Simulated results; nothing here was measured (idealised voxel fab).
Process module in this document: voxel quadruple lines
The figure presents cross-section cut, which has a width of 230 nm and is divided into square cells with an edge length of 5 nm.
If you're reading a cross-section in this doc, picture square cells in a grid; it comes to you as bands, top ones listed first down to the bottom, and a band can be one or more rows of cells.
Heights first: top, then bottom, in nm. Then materials, left to right, each with a width in nm. "full width" on a single material: fills the band edge to edge. "air": empty space.
Heads up on the height convention: 0 is the point under which the incoming wafer is all one material, and the lowest band has no bottom, it just keeps going down, like "0..down".
The expression "30 to 40" gives the width at the extremes of the band, the first number at its top row of cells and the second at its bottom row, with the width changing by equal amounts from each row to the next in between.
Where the words "remains unaltered" appear for a step, the cross-section shows no cell changed by that step; every cell remained as before.
Closed-off voids of 8+ cells (no open route to the top) go in "Closed internal voids", written width x height at distance from the left edge, in nm.
Formally, on a step line, whatever follows the settings is a remark that the simulator itself makes on the step.
"overlay nm" on a masked step: distance the mask lay right of its planned place, negative for left.

-- plan
| 1 | RECEIVE: material Si |
| 2 | CONFORMAL_DEP: material Al2O3, thk nm 10 |
| 3 | DIRECTIONAL_DEP: material W, thk nm 15 |
| 4 | DIRECTIONAL_DEP: material polySi, thk nm 20 |
| 5 | DIRECTIONAL_DEP: material aC, thk nm 20 |
| 6 | PATTERN: tone cover, mask id MANDREL, material resist, width nm 35, pitch nm 100, thk nm 30, overlay nm 0 |
| 7 | DIRECTIONAL_ETCH: etch materials aC, depth nm 20 |
| 8 | STRIP: etch materials resist |
| 9 | CONFORMAL_DEP: material SiO2, thk nm 15 |
| 10 | DIRECTIONAL_ETCH: etch materials SiO2, depth nm 15 |
| 11 | STRIP: etch materials aC |
| 12 | DIRECTIONAL_ETCH: etch materials polySi, depth nm 20 |
| 13 | STRIP: etch materials SiO2 |
| 14 | CONFORMAL_DEP: material SiCN, thk nm 10 |
| 15 | DIRECTIONAL_ETCH: etch materials SiCN, depth nm 10 |
| 16 | STRIP: etch materials polySi |
| 17 | DIRECTIONAL_ETCH: etch materials W, depth nm 15 |
| 18 | STRIP: etch materials SiCN |
| 19 | FILL_DEP: material lowk, thk nm 5 |
| 20 | CMP: height nm 25 |

-- Cross-section, incoming material, after step 1
0..down = Si full width
Closed internal voids: none

-- One mistake in running the module, otherwise start and plan as above: cross-section at the end
25..10 = 30 of lowk; 10 of W; 5 of lowk; 10 of W; 15 of lowk; 10 of W; 5 of lowk; 10 of W; 35 of lowk; 10 of W; 5 of lowk; 10 of W; 15 of lowk; 10 of W; 5 of lowk; 10 of W; 35 of lowk
10..0 = Al2O3 full width
0..down = Si full width
Closed internal voids: none
Misprocessing identified: step 9 was not run as planned; what actually ran was CONFORMAL_DEP: material SiO2, thk nm 5
